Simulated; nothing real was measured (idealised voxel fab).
The process module that follows is named voxel self aligned vias.
Pictured: cross-section cut, 280 nm wide, on a grid of 5 nm square cells.
Square cells in a grid make up a cross-section in this document, and the grid is given as bands, listed from the top down, each one or more rows of cells.
For a band, the entry starts with two heights in nm, that of the top and then that of the bottom, and carries on with the band's materials in order from left to right, each alongside its width in nm; the word "edge to edge" beside a single material means it fills the band edge to edge, and "air" means empty space.
Basically, 0 is our baseline, since under it the wafer straight out of the box is all one material. The bottom band has no lower end and keeps on going down, so it looks like "0..down".
Think of "30..40" as a width that walks from the first number to the second as you go down the band, top row to bottom row, taking equal-sized steps from row to row.
Where a step carries "no change", the cross-section came out of it unchanged, cell for cell.
Closed-off voids of 8+ cells (no open route to the top) go in "Cavities, closed", written width x height at distance from the left edge, in nm.
Formally, on a step line, whatever follows the settings is a remark that the simulator itself makes on the step.
overlay nm: mask right of planned place by this much (step with mask). Neg. = left.
[Set out below are the planned steps of the process]
| 1 | RECEIVE, material Si |
| 2 | CONFORMAL_DEP, material SiO2, thk nm 10 |
| 3 | CONFORMAL_DEP, material SiCN, thk nm 5 |
| 4 | DIRECTIONAL_DEP, material lowk, thk nm 25 |
| 5 | MASKED_ETCH, tone open, mask id LINES, width nm 20, pitch nm 45, etch materials lowk, depth nm 25, overlay nm 0 |
| 6 | CONFORMAL_DEP, material TiN, thk nm 5 |
| 7 | FILL_DEP, material W, thk nm 10 |
| 8 | CMP, height nm 40 |
| 9 | SELECTIVE_ETCH, etch materials W Ru TiN, depth nm 5 |
| 10 | FILL_DEP, material SiN, thk nm 5 |
| 11 | CMP, height nm 40 |
| 12 | DIRECTIONAL_DEP, material lowk, thk nm 15 |
| 13 | PATTERN, tone open, mask id VIAS, material resist, width nm 30, thk nm 20, overlay nm 0 |
| 14 | DIRECTIONAL_ETCH, etch materials lowk, depth nm 15 |
| 15 | DIRECTIONAL_ETCH, etch materials SiN, depth nm 5 |
| 16 | STRIP, etch materials resist |
| 17 | CONFORMAL_DEP, material TiN, thk nm 5 |
| 18 | FILL_DEP, material Ru, thk nm 10 |
| 19 | CMP, height nm 55 |
| 20 | CONFORMAL_DEP, material SiCN, thk nm 5 |
[As-received wafer cross-section (after step 1)]
- 0..down = Si edge to edge
- Cavities, closed: none
[Here's the cross-section of the first of our two wafers at the end of the module - it ran as planned]
- 60..55 = SiCN edge to edge
- 55..45 = 100 lowk | 5 TiN | 20 Ru | 5 TiN | 150 lowk
- 45..40 = 100 lowk | 10 TiN | 10 Ru | 10 TiN | 150 lowk
- 40..35 = 105 lowk | 20 TiN | 25 lowk | 20 SiN | 110 lowk
- 35..20 = 105 lowk | 5 TiN | 10 W | 5 TiN | 25 lowk | 5 TiN | 10 W | 5 TiN | 110 lowk
- 20..15 = 105 lowk | 20 TiN | 25 lowk | 20 TiN | 110 lowk
- 15..10 = SiCN edge to edge
- 10..0 = SiO2 edge to edge
- 0..down = Si edge to edge
- Cavities, closed: none
[Second wafer through the module, sectioned at the end: same beginning and same plan as the first wafer, with one mistake in carrying it out]
- 60..55 = SiCN edge to edge
- 55..45 = 100 lowk | 5 TiN | 20 Ru | 5 TiN | 150 lowk
- 45..40 = 100 lowk | 20 TiN | 5 Ru | 5 TiN | 150 lowk
- 40..35 = 115 lowk | 15 TiN | 5 SiN | 25 lowk | 20 SiN | 100 lowk
- 35..20 = 115 lowk | 5 TiN | 10 W | 5 TiN | 25 lowk | 5 TiN | 10 W | 5 TiN | 100 lowk
- 20..15 = 115 lowk | 20 TiN | 25 lowk | 20 TiN | 100 lowk
- 15..10 = SiCN edge to edge
- 10..0 = SiO2 edge to edge
- 0..down = Si edge to edge
- Cavities, closed: none
In executing the process, a mistake was made relative to the plan: step 5 ran differently from the plan; actual operation with settings: MASKED_ETCH, tone open, mask id LINES, width nm 20, pitch nm 45, etch materials lowk, depth nm 25, overlay nm 10
Cell-count delta at end, second wafer over first, by material: -1 Ru | +1 SiN
